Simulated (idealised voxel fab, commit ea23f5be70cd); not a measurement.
Module name: voxel spacer lines (process module)
Cross-section cut spans 185 nm and uses square cells 5 nm in size.
Cross-section layout: square cells on a grid; listed as bands, top to bottom; a band spans one or more cell rows.
Band: top height; bottom height; in nm. Then, left to right: material with width in nm, for each material. "throughout": a single material spanning edge to edge. "blank": empty space.
The level at which height equals 0 is the one under which the wafer, as it arrives, is entirely one material. No lower edge exists for the bottom band, which continues downward and is notated as in "from 0 down".
Quick explanation for "30 to 40": the width changes in equal steps down the rows of cells, from the first number in the band's top row to the second number in its bottom row.
For the purposes of this document, the phrase "identical to before" attached to a step denotes that no cell within the cross-section was modified by that step.
Entry "Closed internal cavities" = empty spaces >= 8 cells with no open way to the top; each as width x height at distance, distance from left edge, all nm.
On a step's line, text after the settings is the simulator commenting on that step.
The optional step-line setting "overlay nm" applies to steps with a mask and quantifies how far to the right of its planned location the mask lay, a negative value indicating leftward placement.

List of planned process steps
1) RECEIVE [material Si]
2) CONFORMAL_DEP [material Al2O3] [thk nm 10]
3) DIRECTIONAL_DEP [material SiN] [thk nm 10]
4) DIRECTIONAL_DEP [material polySi] [thk nm 30]
5) PATTERN [tone cover] [mask id MANDREL] [material resist] [width nm 20] [pitch nm 60] [thk nm 40] [overlay nm 0]
6) DIRECTIONAL_ETCH [etch materials polySi] [depth nm 30]
7) STRIP [etch materials resist]
8) CONFORMAL_DEP [material SiO2] [thk nm 10]
9) DIRECTIONAL_ETCH [etch materials SiO2] [depth nm 10]
10) STRIP [etch materials polySi]
11) DIRECTIONAL_ETCH [etch materials SiN] [depth nm 10]
12) STRIP [etch materials SiO2]

First of two wafers, processed according to plan

Wafer at receipt (post step 1), cross-section
* from 0 down  Si throughout
* Closed internal cavities: none

After step 2, in cross-section
* from 10 to 0  Al2O3 throughout
* Everything under 0 stays put, no change at all.

After step 3, in cross-section
* from 20 to 10  SiN throughout
* Everything under 10 stays put, no change at all.

After step 4, in cross-section
* from 50 to 20  polySi throughout
* Everything under 20 stays put, no change at all.

After step 5, in cross-section
* from 90 to 50  blank: 20, resist: 20, blank: 40, resist: 20, blank: 40, resist: 20, blank: 25
* Everything under 50 stays put, no change at all.

After step 6, in cross-section
* from 90 to 50  blank: 20, resist: 20, blank: 40, resist: 20, blank: 40, resist: 20, blank: 25
* from 50 to 20  blank: 20, polySi: 20, blank: 40, polySi: 20, blank: 40, polySi: 20, blank: 25
* Everything under 20 stays put, no change at all.

After step 7, in cross-section
* from 50 to 20  blank: 20, polySi: 20, blank: 40, polySi: 20, blank: 40, polySi: 20, blank: 25
* Everything under 20 stays put, no change at all.

After step 8, in cross-section
* from 60 to 50  blank: 10, SiO2: 40, blank: 20, SiO2: 40, blank: 20, SiO2: 40, blank: 15
* from 50 to 30  blank: 10, SiO2: 10, polySi: 20, SiO2: 10, blank: 20, SiO2: 10, polySi: 20, SiO2: 10, blank: 20, SiO2: 10, polySi: 20, SiO2: 10, blank: 15
* from 30 to 20  SiO2: 20, polySi: 20, SiO2: 40, polySi: 20, SiO2: 40, polySi: 20, SiO2: 25
* Everything under 20 stays put, no change at all.

After step 9, in cross-section
* from 50 to 20  blank: 10, SiO2: 10, polySi: 20, SiO2: 10, blank: 20, SiO2: 10, polySi: 20, SiO2: 10, blank: 20, SiO2: 10, polySi: 20, SiO2: 10, blank: 15
* Everything under 20 stays put, no change at all.

After step 10, in cross-section
* from 50 to 20  blank: 10, SiO2: 10, blank: 20, SiO2: 10, blank: 20, SiO2: 10, blank: 20, SiO2: 10, blank: 20, SiO2: 10, blank: 20, SiO2: 10, blank: 15
* Everything under 20 stays put, no change at all.

After step 11, in cross-section
* from 50 to 20  blank: 10, SiO2: 10, blank: 20, SiO2: 10, blank: 20, SiO2: 10, blank: 20, SiO2: 10, blank: 20, SiO2: 10, blank: 20, SiO2: 10, blank: 15
* from 20 to 10  blank: 10, SiN: 10, blank: 20, SiN: 10, blank: 20, SiN: 10, blank: 20, SiN: 10, blank: 20, SiN: 10, blank: 20, SiN: 10, blank: 15
* Everything under 10 stays put, no change at all.

After step 12, in cross-section
* from 20 to 10  blank: 10, SiN: 10, blank: 20, SiN: 10, blank: 20, SiN: 10, blank: 20, SiN: 10, blank: 20, SiN: 10, blank: 20, SiN: 10, blank: 15
* Everything under 10 stays put, no change at all.

Companion wafer, the second of two: same beginning, same intended sequence, one mistake in carrying it out; through step 1 inclusive it tracks the first exactly

Look at the second wafer in cross-section at the time step 2 ought to have finished
* from 15 to 0  Al2O3 throughout
* Everything under 0 stays put, no change at all.

Look at the second wafer in cross-section at the time step 3 ought to have finished
* from 25 to 15  SiN throughout
* Everything under 15 stays put, no change at all.

Look at the second wafer in cross-section at the time step 4 ought to have finished
* from 55 to 25  polySi throughout
* Everything under 25 stays put, no change at all.

Look at the second wafer in cross-section at the time step 5 ought to have finished
* from 95 to 55  blank: 20, resist: 20, blank: 40, resist: 20, blank: 40, resist: 20, blank: 25
* Everything under 55 stays put, no change at all.

Look at the second wafer in cross-section at the time step 6 ought to have finished
* from 95 to 55  blank: 20, resist: 20, blank: 40, resist: 20, blank: 40, resist: 20, blank: 25
* from 55 to 25  blank: 20, polySi: 20, blank: 40, polySi: 20, blank: 40, polySi: 20, blank: 25
* Everything under 25 stays put, no change at all.

Look at the second wafer in cross-section at the time step 7 ought to have finished
* from 55 to 25  blank: 20, polySi: 20, blank: 40, polySi: 20, blank: 40, polySi: 20, blank: 25
* Everything under 25 stays put, no change at all.

Look at the second wafer in cross-section at the time step 8 ought to have finished
* from 65 to 55  blank: 10, SiO2: 40, blank: 20, SiO2: 40, blank: 20, SiO2: 40, blank: 15
* from 55 to 35  blank: 10, SiO2: 10, polySi: 20, SiO2: 10, blank: 20, SiO2: 10, polySi: 20, SiO2: 10, blank: 20, SiO2: 10, polySi: 20, SiO2: 10, blank: 15
* from 35 to 25  SiO2: 20, polySi: 20, SiO2: 40, polySi: 20, SiO2: 40, polySi: 20, SiO2: 25
* Everything under 25 stays put, no change at all.

Look at the second wafer in cross-section at the time step 9 ought to have finished
* from 55 to 25  blank: 10, SiO2: 10, polySi: 20, SiO2: 10, blank: 20, SiO2: 10, polySi: 20, SiO2: 10, blank: 20, SiO2: 10, polySi: 20, SiO2: 10, blank: 15
* Everything under 25 stays put, no change at all.

Look at the second wafer in cross-section at the time step 10 ought to have finished
* from 55 to 25  blank: 10, SiO2: 10, blank: 20, SiO2: 10, blank: 20, SiO2: 10, blank: 20, SiO2: 10, blank: 20, SiO2: 10, blank: 20, SiO2: 10, blank: 15
* Everything under 25 stays put, no change at all.

Look at the second wafer in cross-section at the time step 11 ought to have finished
* from 55 to 25  blank: 10, SiO2: 10, blank: 20, SiO2: 10, blank: 20, SiO2: 10, blank: 20, SiO2: 10, blank: 20, SiO2: 10, blank: 20, SiO2: 10, blank: 15
* from 25 to 15  blank: 10, SiN: 10, blank: 20, SiN: 10, blank: 20, SiN: 10, blank: 20, SiN: 10, blank: 20, SiN: 10, blank: 20, SiN: 10, blank: 15
* Everything under 15 stays put, no change at all.

Look at the second wafer in cross-section at the time step 12 ought to have finished
* from 25 to 15  blank: 10, SiN: 10, blank: 20, SiN: 10, blank: 20, SiN: 10, blank: 20, SiN: 10, blank: 20, SiN: 10, blank: 20, SiN: 10, blank: 15
* Everything under 15 stays put, no change at all.
Deviation from plan: so step 2 ended up running with a different setting than we planned, it ran as CONFORMAL_DEP [material Al2O3] [thk nm 15]
The second wafer ends with more or fewer cells of some materials than the first, per final count: Al2O3 +37
